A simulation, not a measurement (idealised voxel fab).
The following is a process module called voxel ribs on slabs.
Xsec cut, 190 nm wide, square cell size 5 nm.
Format of a cross-section: grid, square cells. Given as bands. Order: top down. Band: one or more rows of cells. Heads up on the band format: heights come first, top then bottom, in nm. After that it's the materials left to right, each with its width in nm. A single material flagged "full width" fills the whole band edge to edge, and "air" means there's empty space there. All heights in this document are referenced to 0, defined as the level beneath which the wafer, as received, consists entirely of one material. The lowest band is not bounded below; it extends indefinitely downward and is written in the form "0 nm and below". Read "30->40" as a graded width: first number on top, second number at the bottom, same change between each pair of neighbouring rows. Given "nothing different" for a step, no cell of the cross-section differs between before and after that step. This entry, "Voids, enclosed", enumerates those empty regions of no fewer than 8 cells that possess no open connection to the top. Each region is reported in the form width x height at distance, the distance being taken from the left edge, with all three quantities expressed in nm. Past the settings on a step's line: simulator remark, on that step. For masked steps, "overlay nm" on the step line gives how far right of plan the mask actually lay; a minus sign means it lay to the left.

# Planned process steps
| 1 | RECEIVE | material Si |
| 2 | DIRECTIONAL_DEP | material SiO2 | thk nm 25 |
| 3 | DIRECTIONAL_DEP | material polySi | thk nm 25 |
| 4 | DIRECTIONAL_DEP | material aC | thk nm 15 |
| 5 | PATTERN | tone cover | mask id RIB | material resist | width nm 30 | thk nm 35 | overlay nm 0 |
| 6 | DIRECTIONAL_ETCH | etch materials aC | depth nm 15 |
| 7 | STRIP | etch materials resist |
| 8 | DIRECTIONAL_ETCH | etch materials polySi | depth nm 10 |
| 9 | STRIP | etch materials aC |
| 10 | MASKED_ETCH | tone cover | mask id SLAB | width nm 90 | etch materials polySi | depth nm 15 | overlay nm 0 |
| 11 | FILL_DEP | material SiO2 | thk nm 20 |
| 12 | CMP | height nm 65 |
| 13 | DIRECTIONAL_DEP | material W | thk nm 5 |
| 14 | PATTERN | tone cover | mask id HEATER | material resist | width nm 30 | thk nm 15 | overlay nm 0 |
| 15 | DIRECTIONAL_ETCH | etch materials W | depth nm 5 |
| 16 | STRIP | etch materials resist |
| 17 | CONFORMAL_DEP | material SiO2 | thk nm 5 |
The plan shows the width nm of step 14 as the first wafer had it; this setting differs between the wafers, which start out alike.

# After step 1, as received: first of several wafers, cross-section
0 nm and below | Si full width
Voids, enclosed: none

# Below is a per-wafer table. In it, each row describes the wafer at the end of the module by giving, for each material, the number of cells gained (+) or lost (-) since the wafer was received, and after that the closed voids of the wafer
width nm 30, +468 SiO2, +6 W, +66 polySi, Voids, enclosed: none
width nm 35, +468 SiO2, +7 W, +66 polySi, Voids, enclosed: none
width nm 40, +468 SiO2, +8 W, +66 polySi, Voids, enclosed: none
width nm 45, +468 SiO2, +9 W, +66 polySi, Voids, enclosed: none
width nm 50, +468 SiO2, +10 W, +66 polySi, Voids, enclosed: none
width nm 55, +468 SiO2, +11 W, +66 polySi, Voids, enclosed: none
